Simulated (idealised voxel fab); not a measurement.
Module name: voxel capacitor over wiring (process module)
In the cross-section labelled cut, the width is 210 nm and each square cell is 5 nm.
Bands, listed from the top down, are how a cross-section gets written in this document; the cross-section itself is a grid of square cells, and a band is one or more rows of them. First you get the band's top height and its bottom height, in nm, and then the materials it's made of, left to right, with each width in nm. If you see a single material with "throughout", that one covers the band edge to edge. "empty" is empty space. Height datum 0, below which the as-received substrate wafer is one material. Lowest band open at the bottom, running downward: "0 down". With a width like "30 to 40", each row of cells in the band differs from the next by the same amount, the top row carrying the first number and the bottom row the second. Given "everything unchanged" for a step, no cell of the cross-section differs between before and after that step. So "Closed void listing" is basically the list of trapped voids: any empty space of 8 cells or more that can't reach the top through an opening. They're written width x height at distance, the distance being from the left edge, and it's all nm. Formally, on a step line, whatever follows the settings is a remark that the simulator itself makes on the step. When a step includes a mask, the "overlay nm" setting on its line states how far to the right of its planned place that mask lay, and negative values state how far to the left.
[Process steps (planned)]
1: op RECEIVE | material Si
2: op CONFORMAL_DEP | material SiO2 | thk nm 15
3: op DIRECTIONAL_DEP | material TiN | thk nm 5
4: op DIRECTIONAL_DEP | material W | thk nm 20
5: op PATTERN | tone cover | mask id METAL_1 | material resist | width nm 25 | pitch nm 85 | thk nm 15 | overlay nm 0
6: op DIRECTIONAL_ETCH | etch materials W | depth nm 20
7: op DIRECTIONAL_ETCH | etch materials TiN | depth nm 5
8: op STRIP | etch materials resist
9: op CONFORMAL_DEP | material SiN | thk nm 5
10: op FILL_DEP | material lowk | thk nm 5
11: op CMP | height nm 40
12: op CONFORMAL_DEP | material SiCN | thk nm 5
13: op DIRECTIONAL_DEP | material lowk | thk nm 15
14: op DIRECTIONAL_DEP | material aC | thk nm 15
15: op PATTERN | tone open | mask id PLUG_1 | material resist | width nm 15 | thk nm 30 | overlay nm 0
16: op DIRECTIONAL_ETCH | etch materials aC | depth nm 15
17: op STRIP | etch materials resist
18: op DIRECTIONAL_ETCH | etch materials lowk | depth nm 15
19: op DIRECTIONAL_ETCH | etch materials SiCN | depth nm 5
20: op STRIP | etch materials aC
21: op EPI | material Ru | thk nm 10
22: op EPI | material Ru | thk nm 10
23: op DIRECTIONAL_DEP | material TiN | thk nm 10
24: op DIRECTIONAL_DEP | material SiN | thk nm 5
25: op DIRECTIONAL_DEP | material TiN | thk nm 5
26: op PATTERN | tone cover | mask id UPPER_PLATE | material resist | width nm 65 | thk nm 15 | overlay nm 0
27: op DIRECTIONAL_ETCH | etch materials TiN | depth nm 5
28: op DIRECTIONAL_ETCH | etch materials SiN | depth nm 5
29: op STRIP | etch materials resist
30: op PATTERN | tone cover | mask id LOWER_PLATE | material resist | width nm 75 | thk nm 20 | overlay nm 0
31: op DIRECTIONAL_ETCH | etch materials TiN | depth nm 10
32: op STRIP | etch materials resist
33: op FILL_DEP | material SiO2 | thk nm 15
34: op CMP | height nm 90
35: op DIRECTIONAL_DEP | material aC | thk nm 10
36: op PATTERN | tone open | mask id PLUG_2 | material resist | width nm 15 | thk nm 30 | overlay nm 0
37: op DIRECTIONAL_ETCH | etch materials aC | depth nm 10
38: op STRIP | etch materials resist
39: op DIRECTIONAL_ETCH | etch materials SiO2 | depth nm 10
40: op STRIP | etch materials aC
41: op CONFORMAL_DEP | material TiN | thk nm 5
42: op FILL_DEP | material Ru | thk nm 10
43: op CMP | height nm 90
44: op CONFORMAL_DEP | material SiCN | thk nm 5
[Incoming wafer, cross-sectional view, post step 1]
> 0 down: Si throughout
> Closed void listing: none
[Final wafer profile in cross-section after the module, from the same start and plan as above, with one mistake made during processing]
> 95 to 90: SiCN throughout
> 90 to 85: SiO2=70 / TiN=5 / Ru=5 / TiN=5 / SiO2=125
> 85 to 75: SiO2=70 to 60 / TiN=15 to 65 / SiO2=125 to 85
> 75 to 70: SiO2=60 / SiN=65 / SiO2=85
> 70 to 60: SiO2=55 / TiN=75 / SiO2=80
> 60 to 45: lowk=60 / Ru=15 / lowk=135
> 45 to 40: SiCN=60 / Ru=15 / SiCN=135
> 40 to 20: lowk=55 / SiN=5 / W=25 / SiN=5 / lowk=50 / SiN=5 / W=25 / SiN=5 / lowk=35
> 20 to 15: SiN=60 / TiN=25 / SiN=60 / TiN=25 / SiN=40
> 15 to 0: SiO2 throughout
> 0 down: Si throughout
> Closed void listing: none
Misprocessing identified: step 5 did not happen as planned, as run it was op PATTERN | tone cover | mask id METAL_1 | material resist | width nm 25 | pitch nm 85 | thk nm 15 | overlay nm 10
